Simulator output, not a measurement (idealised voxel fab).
Presented below is a process module, voxel transistor to metal.
FYI the section here is cut, 175 nm wide, cells are 5 nm squares.
Cross-section spec: square-cell grid; bands listed top down; each band is one or more rows.
This entry defines a band. It first specifies the height of the band's top and the height of its bottom in nm, and then specifies the band's materials from left to right, stating each material with its width in nm. The word "everywhere" identifies a single material that fills the band from edge to edge, while the word "blank" identifies empty space.
Heights from 0 (as-received wafer is one material below). Bottom band endless downward, as "0 down".
Note: "30->40" means the width goes from the first number (top row of the band) to the second number (bottom row) in equal steps per row of cells.
Basically "no modifications" means that step didn't change any cell in the cross-section.
Each empty space that has no open way to the top and spans at least 8 cells appears under "Non-vented voids" as width x height at distance, the distance counted from the left edge, all in nm.
Step line, after settings: the simulator's comment on this step.
On any step carrying a mask, the "overlay nm" setting, if present on the step's line, tells how far right of its planned place the mask lay; negative values point to the left.
Planned step list for the process:
| 1 | op RECEIVE | material Si |
| 2 | op OXIDIZE | depth nm 5 |
| 3 | op CONFORMAL_DEP | material SiN | thk nm 10 |
| 4 | op PATTERN | tone cover | mask id ACTIVE | material resist | width nm 105 | thk nm 20 | overlay nm 0 |
| 5 | op DIRECTIONAL_ETCH | etch materials SiN | depth nm 10 |
| 6 | op DIRECTIONAL_ETCH | etch materials SiO2 | depth nm 5 |
| 7 | op DIRECTIONAL_ETCH | etch materials Si | depth nm 25 |
| 8 | op STRIP | etch materials resist |
| 9 | op OXIDIZE | depth nm 5 |
| 10 | op FILL_DEP | material SiO2 | thk nm 15 |
| 11 | op CMP | height nm 10 |
| 12 | op SELECTIVE_ETCH | etch materials SiO2 | depth nm 5 |
| 13 | op STRIP | etch materials SiN |
| 14 | op SELECTIVE_ETCH | etch materials SiO2 | depth nm 5 |
| 15 | op OXIDIZE | depth nm 5 |
| 16 | op DIRECTIONAL_DEP | material polySi | thk nm 20 |
| 17 | op DIRECTIONAL_DEP | material SiCN | thk nm 10 |
| 18 | op MASKED_ETCH | tone cover | mask id GATE | width nm 25 | etch materials SiCN | depth nm 20 | overlay nm 0 |
| 19 | op MASKED_ETCH | tone cover | mask id GATE | width nm 25 | etch materials polySi | depth nm 30 | overlay nm 0 |
| 20 | op CONFORMAL_DEP | material SiO2 | thk nm 5 |
| 21 | op DIRECTIONAL_ETCH | etch materials SiO2 | depth nm 5 |
| 22 | op CONFORMAL_DEP | material SiN | thk nm 10 |
| 23 | op DIRECTIONAL_ETCH | etch materials SiN | depth nm 10 |
| 24 | op DIRECTIONAL_ETCH | etch materials SiO2 | depth nm 5 |
| 25 | op DIRECTIONAL_ETCH | etch materials Si | depth nm 15 |
| 26 | op EPI | material nSi | thk nm 15 |
| 27 | op FILL_DEP | material SiO2 | thk nm 5 |
| 28 | op CMP | height nm 15 |
| 29 | op STRIP | etch materials polySi |
| 30 | op SELECTIVE_ETCH | etch materials SiO2 | depth nm 5 |
| 31 | op CONFORMAL_DEP | material HfO2 | thk nm 5 |
| 32 | op CONFORMAL_DEP | material TiN | thk nm 5 |
| 33 | op FILL_DEP | material W | thk nm 10 |
| 34 | op CMP | height nm 10 |
| 35 | op DIRECTIONAL_DEP | material SiO2 | thk nm 15 |
| 36 | op DIRECTIONAL_DEP | material aC | thk nm 10 |
| 37 | op PATTERN | tone open | mask id CONTACT | material resist | width nm 20 | pitch nm 75 | thk nm 30 | overlay nm 0 |
| 38 | op DIRECTIONAL_ETCH | etch materials aC | depth nm 10 |
| 39 | op STRIP | etch materials resist |
| 40 | op DIRECTIONAL_ETCH | etch materials SiO2 | depth nm 20 |
| 41 | op STRIP | etch materials aC |
| 42 | op CONFORMAL_DEP | material TiN | thk nm 5 |
| 43 | op FILL_DEP | material W | thk nm 10 |
| 44 | op CMP | height nm 25 |
| 45 | op DIRECTIONAL_DEP | material TiN | thk nm 5 |
| 46 | op DIRECTIONAL_DEP | material W | thk nm 15 |
| 47 | op PATTERN | tone cover | mask id METAL_1 | material resist | width nm 20 | pitch nm 75 | thk nm 20 | overlay nm 0 |
| 48 | op DIRECTIONAL_ETCH | etch materials W | depth nm 15 |
| 49 | op DIRECTIONAL_ETCH | etch materials TiN | depth nm 5 |
| 50 | op STRIP | etch materials resist |
| 51 | op FILL_DEP | material SiO2 | thk nm 10 |
| 52 | op CMP | height nm 45 |
| 53 | op CONFORMAL_DEP | material SiCN | thk nm 5 |
| 54 | op DIRECTIONAL_DEP | material SiO2 | thk nm 25 |
| 55 | op MASKED_ETCH | tone open | mask id METAL_2 | width nm 20 | pitch nm 75 | etch materials SiO2 | depth nm 15 | overlay nm 0 |
| 56 | op MASKED_ETCH | tone open | mask id METAL_2_HOLES | width nm 15 | pitch nm 75 | etch materials SiO2 | depth nm 10 | overlay nm 0 |
| 57 | op MASKED_ETCH | tone open | mask id METAL_2_HOLES | width nm 15 | pitch nm 75 | etch materials SiCN | depth nm 5 | overlay nm 0 |
| 58 | op CONFORMAL_DEP | material TiN | thk nm 5 |
| 59 | op FILL_DEP | material Cu | thk nm 5 |
| 60 | op CMP | height nm 75 |
| 61 | op CONFORMAL_DEP | material SiN | thk nm 5 |
Wafer at receipt (post step 1), cross-section:
    0 down  Si everywhere
    Non-vented voids: none
Sectioned view, first of two wafers, at the close of the module, processed as intended in the plan:
    80 to 75  SiN everywhere
    75 to 65  SiO2: 40, then TiN: 5, then Cu: 10, then TiN: 5, then SiO2: 55, then TiN: 5, then Cu: 10, then TiN: 5, then SiO2: 40
    65 to 60  SiO2: 40, then TiN: 5, then Cu: 5, then TiN: 10, then SiO2: 55, then TiN: 5, then Cu: 5, then TiN: 10, then SiO2: 40
    60 to 50  SiO2: 40, then TiN: 5, then Cu: 5, then TiN: 5, then SiO2: 60, then TiN: 5, then Cu: 5, then TiN: 5, then SiO2: 45
    50 to 45  SiCN: 40, then TiN: 15, then SiCN: 60, then TiN: 15, then SiCN: 45
    45 to 30  SiO2: 40, then W: 20, then SiO2: 55, then W: 20, then SiO2: 40
    30 to 25  SiO2: 40, then TiN: 20, then SiO2: 55, then TiN: 20, then SiO2: 40
    25 to 10  SiO2: 40, then TiN: 5, then W: 10, then TiN: 5, then SiO2: 55, then TiN: 5, then W: 10, then TiN: 5, then SiO2: 40
    10 to 5  SiO2: 40, then TiN: 20, then SiN: 10, then HfO2: 5, then TiN: 5, then W: 15, then TiN: 5, then HfO2: 5, then SiN: 10, then TiN: 20, then SiO2: 40
    5 to 0  SiO2: 40, then nSi: 20, then SiN: 10, then HfO2: 5, then TiN: 5, then W: 15, then TiN: 5, then HfO2: 5, then SiN: 10, then nSi: 20, then SiO2: 40
    0 to -5  SiO2: 35, then SiN: 10, then nSi: 15, then SiN: 10, then HfO2: 5, then TiN: 25, then HfO2: 5, then SiN: 10, then nSi: 15, then SiN: 10, then SiO2: 35
    -5 to -10  SiO2: 45, then nSi: 15, then SiO2: 10, then HfO2: 35, then SiO2: 10, then nSi: 15, then SiO2: 45
    -10 to -25  SiO2: 40, then Si: 5, then nSi: 15, then Si: 55, then nSi: 15, then Si: 5, then SiO2: 40
    -25 to -35  SiO2: 40, then Si: 95, then SiO2: 40
    -35 down  Si everywhere
    Non-vented voids: none
This is the second of the two wafers, cross-sectioned at the end of the module; it started exactly like the first and was given the same plan, but it was run with one mistake:
    80 to 75  SiN everywhere
    75 to 65  SiO2: 40, then TiN: 5, then Cu: 10, then TiN: 5, then SiO2: 55, then TiN: 5, then Cu: 10, then TiN: 5, then SiO2: 40
    65 to 60  SiO2: 40, then TiN: 5, then Cu: 5, then TiN: 10, then SiO2: 55, then TiN: 5, then Cu: 5, then TiN: 10, then SiO2: 40
    60 to 50  SiO2: 40, then TiN: 5, then Cu: 5, then TiN: 5, then SiO2: 60, then TiN: 5, then Cu: 5, then TiN: 5, then SiO2: 45
    50 to 45  SiCN: 40, then TiN: 15, then SiCN: 60, then TiN: 15, then SiCN: 45
    45 to 40  SiO2: 40, then TiN: 20, then SiO2: 55, then TiN: 20, then SiO2: 40
    40 to 30  W everywhere
    30 to 25  TiN: 45, then W: 10, then TiN: 65, then W: 10, then TiN: 45
    25 to 10  SiO2: 40, then TiN: 5, then W: 10, then TiN: 5, then SiO2: 55, then TiN: 5, then W: 10, then TiN: 5, then SiO2: 40
    10 to 5  SiO2: 40, then TiN: 20, then SiN: 10, then HfO2: 5, then TiN: 5, then W: 15, then TiN: 5, then HfO2: 5, then SiN: 10, then TiN: 20, then SiO2: 40
    5 to 0  SiO2: 40, then nSi: 20, then SiN: 10, then HfO2: 5, then TiN: 5, then W: 15, then TiN: 5, then HfO2: 5, then SiN: 10, then nSi: 20, then SiO2: 40
    0 to -5  SiO2: 35, then SiN: 10, then nSi: 15, then SiN: 10, then HfO2: 5, then TiN: 25, then HfO2: 5, then SiN: 10, then nSi: 15, then SiN: 10, then SiO2: 35
    -5 to -10  SiO2: 45, then nSi: 15, then SiO2: 10, then HfO2: 35, then SiO2: 10, then nSi: 15, then SiO2: 45
    -10 to -25  SiO2: 40, then Si: 5, then nSi: 15, then Si: 55, then nSi: 15, then Si: 5, then SiO2: 40
    -25 to -35  SiO2: 40, then Si: 95, then SiO2: 40
    -35 down  Si everywhere
    Non-vented voids: none
What was the processing mistake? step 44 of the plan was omitted and not executed
Final tally in cells, some materials are higher or lower on the second wafer than on the first: SiO2 -81 | TiN +31 | W +50
